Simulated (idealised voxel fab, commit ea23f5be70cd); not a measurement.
The name of this process module is voxel self aligned vias.
Section shown: cut. Width: 295 nm. Cell size: 5 nm, square.
In what follows, cross-sections appear as grids of square cells, described through bands that run from the top down, where every band is one or more rows of cells.
The band entry comprises the height of the band's top followed by the height of its bottom, expressed in nm, and subsequently the band's materials from left to right, each stated together with its width in nm. Where a single material is marked with the word "everywhere", that material fills the band from edge to edge. The word "blank" represents empty space.
A quick word on heights: they are counted from 0, and under that level the wafer as it came to us is one material throughout. The lowest band is different from the rest in having no bottom; it simply continues downward, written as in "top 0, no bottom".
Note: "30->40" means the width goes from the first number (top row of the band) to the second number (bottom row) in equal steps per row of cells.
What does "no alterations made" mean for a step? It means no cell of the cross-section changed in that step.
This entry, "Closed cavities", enumerates those empty regions of no fewer than 8 cells that possess no open connection to the top. Each region is reported in the form width x height at distance, the distance being taken from the left edge, with all three quantities expressed in nm.
If you see something after the settings on a step's line, that's the simulator's own remark about that step.
Regarding "overlay nm": on a step with a mask, it is the distance the mask lay to the right of its planned place; a negative value places it to the left.
HERE'S WHAT THE PLANNED PROCESS STEPS LOOK LIKE
1: RECEIVE: material Si
2: CONFORMAL_DEP: material SiO2, thk nm 10
3: CONFORMAL_DEP: material SiCN, thk nm 5
4: DIRECTIONAL_DEP: material SiO2, thk nm 25
5: MASKED_ETCH: tone open, mask id LINES, width nm 20, pitch nm 55, etch materials SiO2, depth nm 25, overlay nm 0
6: CONFORMAL_DEP: material TiN, thk nm 5
7: FILL_DEP: material W, thk nm 10
8: CMP: height nm 40
9: SELECTIVE_ETCH: etch materials W Ru TiN, depth nm 10
10: FILL_DEP: material SiN, thk nm 10
11: CMP: height nm 40
12: DIRECTIONAL_DEP: material SiO2, thk nm 20
13: MASKED_ETCH: tone open, mask id VIAS, width nm 40, pitch nm 55, etch materials SiO2, depth nm 20, overlay nm 0
14: MASKED_ETCH: tone open, mask id VIAS, width nm 40, pitch nm 55, etch materials SiN, depth nm 10, overlay nm 0
15: CONFORMAL_DEP: material TiN, thk nm 5
16: FILL_DEP: material Cu, thk nm 10
17: CMP: height nm 60
18: CONFORMAL_DEP: material SiCN, thk nm 5
CROSS-SECTION OF THE WAFER UPON ARRIVAL, REPRESENTING THE STATE REACHED AFTER STEP 1
* top 0, no bottom  Si everywhere
* Closed cavities: none
THIS IS HOW THE WAFER LOOKS IN CROSS-SECTION ONCE THE MODULE IS DONE, GIVEN THE STARTING STATE AND PLAN ABOVE AND ONE MISTAKE IN CARRYING THE PLAN OUT
* top 65, bottom 60  SiCN everywhere
* top 60, bottom 45  SiO2 (70), then TiN (5), then Cu (30), then TiN (5), then SiO2 (15), then TiN (5), then Cu (30), then TiN (5), then SiO2 (15), then TiN (5), then Cu (30), then TiN (5), then SiO2 (75)
* top 45, bottom 40  SiO2 (70), then TiN (40), then SiO2 (15), then TiN (40), then SiO2 (15), then TiN (40), then SiO2 (75)
* top 40, bottom 35  SiCN everywhere
* top 35, bottom 0  SiO2 everywhere
* top 0, no bottom  Si everywhere
* Closed cavities: none
Deviation noted in wafer processing: steps 3 and 4 traded places in the executed sequence
